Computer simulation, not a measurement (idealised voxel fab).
Module name: voxel self aligned vias (process module)
This is section cut - it's 300 nm across, gridded in 5 nm square cells.
A cross-section in this document is a grid of square cells, and it is written down as bands, the top band listed before the ones below it; a band is made up of one or more rows of cells.
Read a band's entry like this: the first values are the height of its top and the height of its bottom in nm, and what follows is the sequence of materials from left to right, each with its width in nm. Note that "blank" is empty space, and that a single material marked "throughout" reaches across the band from edge to edge.
Height datum 0, below which the as-received substrate wafer is one material. Lowest band open at the bottom, running downward: "0 nm and below".
You'd read "30->40" like this: the band's top row of cells is as wide as the first number, its bottom row is as wide as the second, and going down, every row changes width by the same amount as the row before did.
No cell of the cross-section changed in a step that is given as "no modification".
Entry "Sealed void list". Content: empty spaces with no open connection to the top, size 8 cells or greater. Each: width x height at distance. Distance: from left edge. Unit: nm.
If you see something after the settings on a step's line, that's the simulator's own remark about that step.
You can add "overlay nm" to a step's line. For a step with a mask, it describes how far the mask lay to the right of its planned position, and a negative number describes a lay to the left.
[So here's the lineup of process steps we planned]
step 1: RECEIVE: material Si
step 2: CONFORMAL_DEP: material SiO2, thk nm 10
step 3: CONFORMAL_DEP: material SiCN, thk nm 5
step 4: DIRECTIONAL_DEP: material lowk, thk nm 20
step 5: DIRECTIONAL_DEP: material aC, thk nm 10
step 6: PATTERN: tone open, mask id LINES, material resist, width nm 15, pitch nm 70, thk nm 30, overlay nm 0
step 7: DIRECTIONAL_ETCH: etch materials aC, depth nm 10
step 8: STRIP: etch materials resist
step 9: DIRECTIONAL_ETCH: etch materials lowk, depth nm 20
step 10: STRIP: etch materials aC
step 11: CONFORMAL_DEP: material TiN, thk nm 5
step 12: FILL_DEP: material W, thk nm 10
step 13: CMP: height nm 35
step 14: SELECTIVE_ETCH: etch materials W Ru TiN, depth nm 5
step 15: FILL_DEP: material SiN, thk nm 5
step 16: CMP: height nm 35
step 17: DIRECTIONAL_DEP: material lowk, thk nm 20
step 18: PATTERN: tone open, mask id VIAS, material resist, width nm 40, thk nm 20, overlay nm 0
step 19: DIRECTIONAL_ETCH: etch materials lowk, depth nm 20
step 20: DIRECTIONAL_ETCH: etch materials SiN, depth nm 5
step 21: STRIP: etch materials resist
step 22: CONFORMAL_DEP: material TiN, thk nm 5
step 23: FILL_DEP: material W, thk nm 10
step 24: CMP: height nm 55
step 25: CONFORMAL_DEP: material SiN, thk nm 5
For this document, wafers share an identical start and vary in the step 6 width nm; the plan quotes the first wafer's value.
[The as-received cross-section of the first of several wafers corresponds to the state after step 1]
  0 nm and below  Si throughout
  Sealed void list: none
[At the end of the module, after its last step, step 25, the first of several wafers appears in cross-section as follows]
  60 nm to 55 nm  SiN throughout
  55 nm to 40 nm  95 nm lowk, 5 nm TiN, 30 nm W, 5 nm TiN, 165 nm lowk
  40 nm to 35 nm  95 nm lowk, 20 nm TiN, 5 nm W, 15 nm TiN, 165 nm lowk
  35 nm to 30 nm  110 nm lowk, 15 nm TiN, 55 nm lowk, 15 nm SiN, 105 nm lowk
  30 nm to 20 nm  110 nm lowk, 5 nm TiN, 5 nm W, 5 nm TiN, 55 nm lowk, 5 nm TiN, 5 nm W, 5 nm TiN, 105 nm lowk
  20 nm to 15 nm  110 nm lowk, 15 nm TiN, 55 nm lowk, 15 nm TiN, 105 nm lowk
  15 nm to 10 nm  SiCN throughout
  10 nm to 0 nm  SiO2 throughout
  0 nm and below  Si throughout
  Sealed void list: none
[Here's the last wafer cross-sectioned at the end of the module]
  60 nm to 55 nm  SiN throughout
  55 nm to 40 nm  95 nm lowk, 5 nm TiN, 30 nm W, 5 nm TiN, 165 nm lowk
  40 nm to 35 nm  95 nm lowk, 10 nm TiN, 25 nm W, 5 nm TiN, 165 nm lowk
  35 nm to 30 nm  100 nm lowk, 35 nm TiN, 35 nm lowk, 35 nm SiN, 95 nm lowk
  30 nm to 20 nm  100 nm lowk, 5 nm TiN, 25 nm W, 5 nm TiN, 35 nm lowk, 5 nm TiN, 25 nm W, 5 nm TiN, 95 nm lowk
  20 nm to 15 nm  100 nm lowk, 35 nm TiN, 35 nm lowk, 35 nm TiN, 95 nm lowk
  15 nm to 10 nm  SiCN throughout
  10 nm to 0 nm  SiO2 throughout
  0 nm and below  Si throughout
  Sealed void list: none
[Per-wafer rows below. For each material: cells gained (+) or lost (-) since the wafer was received, as of end of module. Then: closed voids]
width nm 15, +60 SiCN, +63 SiN, +120 SiO2, +30 TiN, +23 W, +424 lowk, Sealed void list: none
width nm 20, +60 SiCN, +64 SiN, +120 SiO2, +32 TiN, +28 W, +416 lowk, Sealed void list: none
width nm 25, +60 SiCN, +65 SiN, +120 SiO2, +34 TiN, +33 W, +408 lowk, Sealed void list: none
width nm 30, +60 SiCN, +66 SiN, +120 SiO2, +36 TiN, +38 W, +400 lowk, Sealed void list: none
width nm 35, +60 SiCN, +67 SiN, +120 SiO2, +38 TiN, +43 W, +392 lowk, Sealed void list: none
